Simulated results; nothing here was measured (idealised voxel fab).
process module | voxel released beams
cross-section cut | 285 nm wide | cells 5 nm
A cross-section is a grid of square cells, given in bands from the top down. A band is one or more rows of cells.
Each band's line starts with the height of the band's top and of its bottom, in nm. Then come its materials from left to right, each with its width in nm. One material with "throughout" fills the band from edge to edge. "air" is empty space.
Height 0 is the level under which the wafer as received is all one material. The lowest band goes on downwards, as in "0 down".
A width such as "30 to 40" changes by the same amount from each row of cells to the next, from the band's top row to its bottom row.
"no change" after a step means that no cell of the cross-section changed.
closed voids: empty space of 8 cells or more with no open way to the top, each as width x height at its distance from the left edge, in nm
after a step's settings: what the simulator itself notes on the step
overlay nm, on a step with a mask: how far to the right of its planned place the mask lay; to the left if negative
plan
1 op RECEIVE | material Si
2 op CONFORMAL_DEP | material SiN | thk nm 5
3 op DIRECTIONAL_DEP | material SiO2 | thk nm 20
4 op PATTERN | tone open | mask id ANCHOR | material resist | width nm 30 | thk nm 15 | overlay nm 0
5 op DIRECTIONAL_ETCH | etch materials SiO2 | depth nm 20
6 op STRIP | etch materials resist
7 op CONFORMAL_DEP | material TiN | thk nm 10
8 op DIRECTIONAL_DEP | material aC | thk nm 10
9 op PATTERN | tone cover | mask id BEAM | material resist | width nm 110 | thk nm 25 | overlay nm -15
10 op DIRECTIONAL_ETCH | etch materials aC | depth nm 10
11 op STRIP | etch materials resist
12 op DIRECTIONAL_ETCH | etch materials TiN | depth nm 10
13 op STRIP | etch materials aC
14 op STRIP | etch materials SiO2
varied across the wafers: overlay nm of step 9. The plan shows the first wafer's value. All wafers start alike
first wafer as received, after step 1
  0 down: Si throughout
  closed voids: none
each wafer at the end: cells of each material gained (+) or lost (-) since it was received, then its closed voids
overlay nm -15 | +57 SiN | +60 TiN | closed voids: none
overlay nm -10 | +57 SiN | +60 TiN | closed voids: none
overlay nm -5 | +57 SiN | +60 TiN | closed voids: none
overlay nm 0 | +57 SiN | +60 TiN | closed voids: none
overlay nm 5 | +57 SiN | +60 TiN | closed voids: none
overlay nm 10 | +57 SiN | +60 TiN | closed voids: none
overlay nm 15 | +57 SiN | +60 TiN | closed voids: none
